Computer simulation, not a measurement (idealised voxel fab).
process module | voxel fin reveal
cross-section cut | 230 nm wide | cells 5 nm
A cross-section is a grid of square cells, given in bands from the top down. A band is one or more rows of cells.
Each band's line starts with the height of the band's top and of its bottom, in nm. Then come its materials from left to right, each with its width in nm. One material with "throughout" fills the band from edge to edge. "air" is empty space.
Height 0 is the level under which the wafer as received is all one material. The lowest band goes on downwards, as in "0 down".
A width such as "30 to 40" changes by the same amount from each row of cells to the next, from the band's top row to its bottom row.
"no change" after a step means that no cell of the cross-section changed.
closed voids: empty space of 8 cells or more with no open way to the top, each as width x height at its distance from the left edge, in nm
after a step's settings: what the simulator itself notes on the step
overlay nm, on a step with a mask: how far to the right of its planned place the mask lay; to the left if negative
plan
1 op RECEIVE | material Si
2 op CONFORMAL_DEP | material SiN | thk nm 10
3 op MASKED_ETCH | tone cover | mask id FINS | width nm 15 | pitch nm 45 | etch materials SiN | depth nm 10 | overlay nm 0
4 op MASKED_ETCH | tone cover | mask id FINS | width nm 15 | pitch nm 45 | etch materials Si | depth nm 35 | overlay nm 0
5 op OXIDIZE | depth nm 5
6 op FILL_DEP | material SiO2 | thk nm 15
7 op CMP | height nm 10
8 op SELECTIVE_ETCH | etch materials SiO2 | depth nm 25
9 op STRIP | etch materials SiN
10 op CONFORMAL_DEP | material SiO2 | thk nm 5
as received, after step 1
  0 down: Si throughout
  closed voids: none
first wafer at the end, as planned
  5 to 0: air 85 | SiO2 15 | air 30 | SiO2 15 | air 85
  0 to -10: air 85 | SiO2 5 | Si 5 | SiO2 5 | air 30 | SiO2 5 | Si 5 | SiO2 5 | air 85
  -10 to -40: SiO2 90 | Si 5 | SiO2 40 | Si 5 | SiO2 90
  -40 down: Si throughout
  closed voids: none
second wafer at the end: like start, like plan, one mistake
  5 to 0: air 85 | SiO2 15 | air 30 | SiO2 15 | air 85
  0 to -10: air 85 | SiO2 5 | Si 5 | SiO2 5 | air 30 | SiO2 5 | Si 5 | SiO2 5 | air 85
  -10 to -20: SiO2 65 | air 20 | SiO2 5 | Si 5 | SiO2 5 | air 30 | SiO2 5 | Si 5 | SiO2 5 | air 20 | SiO2 65
  -20 to -40: SiO2 90 | Si 5 | SiO2 40 | Si 5 | SiO2 90
  -40 down: Si throughout
  closed voids: none
what went wrong: steps 8 and 9 were swapped
at the end the second wafer has, in cells: 28 fewer of SiO2
